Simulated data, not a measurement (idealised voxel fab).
voxel capacitor over wiring: a process module
Each square cell in cross-section cut measures 5 nm, and the section as a whole is 240 nm wide.
The cross-sections in this document take the form of a grid made of square cells. They are written out as bands, in order from top to bottom. Each band consists of one or more rows of cells.
Band: top height; bottom height; in nm. Then, left to right: material with width in nm, for each material. "everywhere": a single material spanning edge to edge. "air": empty space.
Zero point of the height axis is 0; under it, received wafer = one material. Lowest band: continues down indefinitely, "0 nm and below".
A two-number width, for instance "30->40", indicates that the width is equal to the first number in the top row of the band and to the second number in the bottom row, and that it changes by a constant amount per row of cells.
Key: "remained unchanged" - step with no changed cell in the cross-section.
So "Internal closed voids" is basically the list of trapped voids: any empty space of 8 cells or more that can't reach the top through an opening. They're written width x height at distance, the distance being from the left edge, and it's all nm.
after a step's settings: what the simulator itself notes on the step
"overlay nm" denotes, for a step that has a mask, the displacement of the mask to the right of its planned place, with negative values corresponding to the left.
Listed below are the process steps as planned
1 RECEIVE [material Si]
2 CONFORMAL_DEP [material SiO2] [thk nm 10]
3 CONFORMAL_DEP [material SiCN] [thk nm 5]
4 DIRECTIONAL_DEP [material lowk] [thk nm 15]
5 MASKED_ETCH [tone open] [mask id METAL_1] [width nm 20] [pitch nm 85] [etch materials lowk] [depth nm 15] [overlay nm 0]
6 MASKED_ETCH [tone open] [mask id METAL_1] [width nm 20] [pitch nm 85] [etch materials SiCN] [depth nm 5] [overlay nm 0]
7 CONFORMAL_DEP [material TiN] [thk nm 5]
8 FILL_DEP [material Cu] [thk nm 10]
9 CMP [height nm 30]
10 EPI [material Ru] [thk nm 5]
11 FILL_DEP [material SiCN] [thk nm 5]
12 DIRECTIONAL_DEP [material SiO2] [thk nm 10]
13 MASKED_ETCH [tone open] [mask id PLUG_1] [width nm 15] [etch materials SiO2] [depth nm 10] [overlay nm 0]
14 MASKED_ETCH [tone open] [mask id PLUG_1] [width nm 15] [etch materials SiCN] [depth nm 5] [overlay nm 0]
15 CONFORMAL_DEP [material TiN] [thk nm 5]
16 FILL_DEP [material Ru] [thk nm 10]
17 CMP [height nm 50]
18 DIRECTIONAL_DEP [material TiN] [thk nm 5]
19 DIRECTIONAL_DEP [material Al2O3] [thk nm 5]
20 DIRECTIONAL_DEP [material TiN] [thk nm 5]
21 PATTERN [tone cover] [mask id UPPER_PLATE] [material resist] [width nm 70] [thk nm 20] [overlay nm 0]
22 DIRECTIONAL_ETCH [etch materials TiN] [depth nm 5]
23 DIRECTIONAL_ETCH [etch materials Al2O3] [depth nm 5]
24 STRIP [etch materials resist]
25 MASKED_ETCH [tone cover] [mask id LOWER_PLATE] [width nm 80] [etch materials TiN] [depth nm 5] [overlay nm 0]
26 FILL_DEP [material SiO2] [thk nm 20]
27 CMP [height nm 80]
28 PATTERN [tone open] [mask id PLUG_2] [material resist] [width nm 15] [thk nm 20] [overlay nm 0]
29 DIRECTIONAL_ETCH [etch materials SiO2] [depth nm 15]
30 STRIP [etch materials resist]
31 CONFORMAL_DEP [material TiN] [thk nm 5]
32 FILL_DEP [material Ru] [thk nm 5]
33 CMP [height nm 80]
34 CONFORMAL_DEP [material SiN] [thk nm 5]
This is the cross-section of the wafer as we received it, i.e. after step 1
> 0 nm and below  Si everywhere
> Internal closed voids: none
The first of two wafers, cross-sectioned at the end of the module, with the run proceeding as planned
> 85 nm to 80 nm  SiN everywhere
> 80 nm to 70 nm  SiO2 80, then TiN 5, then Ru 5, then TiN 5, then SiO2 145
> 70 nm to 60 nm  SiO2 80->70, then TiN 15->70, then SiO2 145->100
> 60 nm to 55 nm  SiO2 70, then Al2O3 70, then SiO2 100
> 55 nm to 50 nm  SiO2 65, then TiN 80, then SiO2 95
> 50 nm to 40 nm  SiO2 70, then TiN 5, then Ru 5, then TiN 5, then SiO2 155
> 40 nm to 35 nm  SiCN 70, then TiN 15, then SiCN 155
> 35 nm to 30 nm  SiCN 60, then Ru 30, then SiCN 55, then Ru 30, then SiCN 65
> 30 nm to 15 nm  lowk 65, then TiN 5, then Cu 10, then TiN 5, then lowk 65, then TiN 5, then Cu 10, then TiN 5, then lowk 70
> 15 nm to 10 nm  SiCN 65, then TiN 20, then SiCN 65, then TiN 20, then SiCN 70
> 10 nm to 0 nm  SiO2 everywhere
> 0 nm and below  Si everywhere
> Internal closed voids: none
End of module, second wafer, cross-section. Started like the first, planned like the first, run with one mistake
> 85 nm to 80 nm  SiN everywhere
> 80 nm to 70 nm  SiO2 80, then TiN 5, then Ru 5, then TiN 5, then SiO2 145
> 70 nm to 60 nm  SiO2 80->70, then TiN 15->70, then SiO2 145->100
> 60 nm to 55 nm  SiO2 65, then TiN 80, then SiO2 95
> 55 nm to 50 nm  Al2O3 everywhere
> 50 nm to 40 nm  SiO2 70, then TiN 5, then Ru 5, then TiN 5, then SiO2 155
> 40 nm to 35 nm  SiCN 70, then TiN 15, then SiCN 155
> 35 nm to 30 nm  SiCN 60, then Ru 30, then SiCN 55, then Ru 30, then SiCN 65
> 30 nm to 15 nm  lowk 65, then TiN 5, then Cu 10, then TiN 5, then lowk 65, then TiN 5, then Cu 10, then TiN 5, then lowk 70
> 15 nm to 10 nm  SiCN 65, then TiN 20, then SiCN 65, then TiN 20, then SiCN 70
> 10 nm to 0 nm  SiO2 everywhere
> 0 nm and below  Si everywhere
> Internal closed voids: none
Deviation noted in wafer processing: ran 18 and 19 in swapped order versus the plan
at the end the second wafer has, in cells: +34 Al2O3 | -34 SiO2
